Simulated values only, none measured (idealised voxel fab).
Process module in this document: voxel released beams
Cross-section cut: width 160 nm, square cells of 5 nm.
Notation: cross-section as square-cell grid; stated in bands, top first, going down; one or more cell rows per band. Heads up on the band format: heights come first, top then bottom, in nm. After that it's the materials left to right, each with its width in nm. A single material flagged "everywhere" fills the whole band edge to edge, and "empty" means there's empty space there. All heights in this document are referenced to 0, defined as the level beneath which the wafer, as received, consists entirely of one material. The lowest band is not bounded below; it extends indefinitely downward and is written in the form "0 down". The notation "30->40" denotes a width that varies across the rows of cells in the band, beginning at the first number in the top row, finishing at the second number in the bottom row, and changing by an identical amount from each row to the next. "nothing got changed" (step): cross-section cells unchanged, all of them. "Enclosed internal voids" contains a list of empty spaces, each no smaller than 8 cells and without an open way to the top, written in the form width x height at distance with the distance from the left edge and all three in nm. That trailing text on a step's line, after the settings, is the simulator's own remark on the step. overlay nm: step with mask; distance mask lay right of planned place; negative value = left of planned place.

Listed below are the process steps as planned:
1 RECEIVE | material Si
2 CONFORMAL_DEP | material Al2O3 | thk nm 10
3 DIRECTIONAL_DEP | material SiO2 | thk nm 20
4 PATTERN | tone open | mask id ANCHOR | material resist | width nm 30 | thk nm 15 | overlay nm 0
5 DIRECTIONAL_ETCH | etch materials SiO2 | depth nm 20
6 STRIP | etch materials resist
7 CONFORMAL_DEP | material SiN | thk nm 10
8 PATTERN | tone cover | mask id BEAM | material resist | width nm 115 | thk nm 20 | overlay nm 0
9 DIRECTIONAL_ETCH | etch materials SiN | depth nm 10
10 STRIP | etch materials resist
11 STRIP | etch materials SiO2

As-received wafer cross-section (after step 1):
0 down: Si everywhere
Enclosed internal voids: none

Wafer cross-section at module end: first of two, run to plan:
40 to 30: empty 20 / SiN 15 / empty 10 / SiN 90 / empty 25
30 to 20: empty 25 / SiN 10 / empty 10 / SiN 10 / empty 105
20 to 10: empty 25 / SiN 30 / empty 105
10 to 0: Al2O3 everywhere
0 down: Si everywhere
Enclosed internal voids: none

Cross-section, second wafer: same start as the first, same plan as the first, one mistake in running it; taken at the end of the module:
40 to 35: empty 20 / SiN 15 / empty 10 / SiN 90 / empty 25
35 to 30: SiN 35 / empty 10 / SiN 115
30 to 20: SiO2 25 / SiN 10 / empty 10 / SiN 10 / SiO2 105
20 to 10: SiO2 25 / SiN 30 / SiO2 105
10 to 0: Al2O3 everywhere
0 down: Si everywhere
Enclosed internal voids: none
What broke from the plan during processing? contrary to plan, step 9 was performed as DIRECTIONAL_ETCH | etch materials SiN | depth nm 5
At the finish, the second wafer shows more or fewer cells for some materials than the first does: SiN +9, SiO2 +104
